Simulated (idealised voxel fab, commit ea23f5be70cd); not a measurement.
Process module heading - voxel trench capacitor
We display cut, a cross-section 255 nm in width whose square cells are each 5 nm.
Notation: cross-section as square-cell grid; stated in bands, top first, going down; one or more cell rows per band. Look at the band entry: it leads with the top's height and the bottom's height in nm. Then it lists the materials left to right, with a width in nm for each. The word "edge to edge" on a single material says that material fills the band edge to edge. The word "air" is empty space. Measure heights from 0. That's the level where, below it, the as-received wafer is all one material. The lowest band is bottomless and extends downward; write it as in "from 0 down". A width such as "30 to 40" changes by the same amount from each row of cells to the next, from the band's top row to its bottom row. Reading "nothing got changed" for a step: not a cell of the cross-section changed in it. You'll see "Closed void entries" listing empty spaces that have no way open to the top, as long as they're 8 cells or more; the notation is width x height at distance, where the distance is from the left edge, and all of it is in nm. The remark found on a step's line after its settings is issued by the simulator itself and pertains to that step. overlay nm: mask offset rightward from planned place, masked step; negative means leftward offset.
## Here's what the planned process steps look like
- 1: op RECEIVE | material Si
- 2: op CONFORMAL_DEP | material SiN | thk nm 10
- 3: op MASKED_ETCH | tone open | mask id TRENCH | width nm 25 | pitch nm 45 | etch materials SiN | depth nm 10 | overlay nm 0
- 4: op MASKED_ETCH | tone open | mask id TRENCH | width nm 25 | pitch nm 45 | etch materials Si | depth nm 15 | overlay nm 0
- 5: op CONFORMAL_DEP | material Al2O3 | thk nm 5
- 6: op CONFORMAL_DEP | material TiN | thk nm 5
- 7: op FILL_DEP | material W | thk nm 5
- 8: op CMP | height nm 10
The wafers in this document start out alike and differ in the depth nm applied at step 4; the plan shows the value used for the first wafer.
## As-received cross-section, first of several wafers, post step 1
> from 0 down = Si edge to edge
> Closed void entries: none
## So in this table every wafer gets its own row, and what you see is where it stands at the end of the module: for each material, how many cells it picked up (+) or gave up (-) since we received it, and after that its closed voids
depth nm 15, +52 Al2O3, -60 Si, +62 SiN, +36 TiN, +12 W, Closed void entries: none
depth nm 20, +60 Al2O3, -80 Si, +62 SiN, +44 TiN, +16 W, Closed void entries: none
depth nm 25, +68 Al2O3, -100 Si, +62 SiN, +52 TiN, +20 W, Closed void entries: none
depth nm 30, +76 Al2O3, -120 Si, +62 SiN, +60 TiN, +24 W, Closed void entries: none
depth nm 35, +84 Al2O3, -140 Si, +62 SiN, +68 TiN, +28 W, Closed void entries: none
depth nm 40, +92 Al2O3, -160 Si, +62 SiN, +76 TiN, +32 W, Closed void entries: none
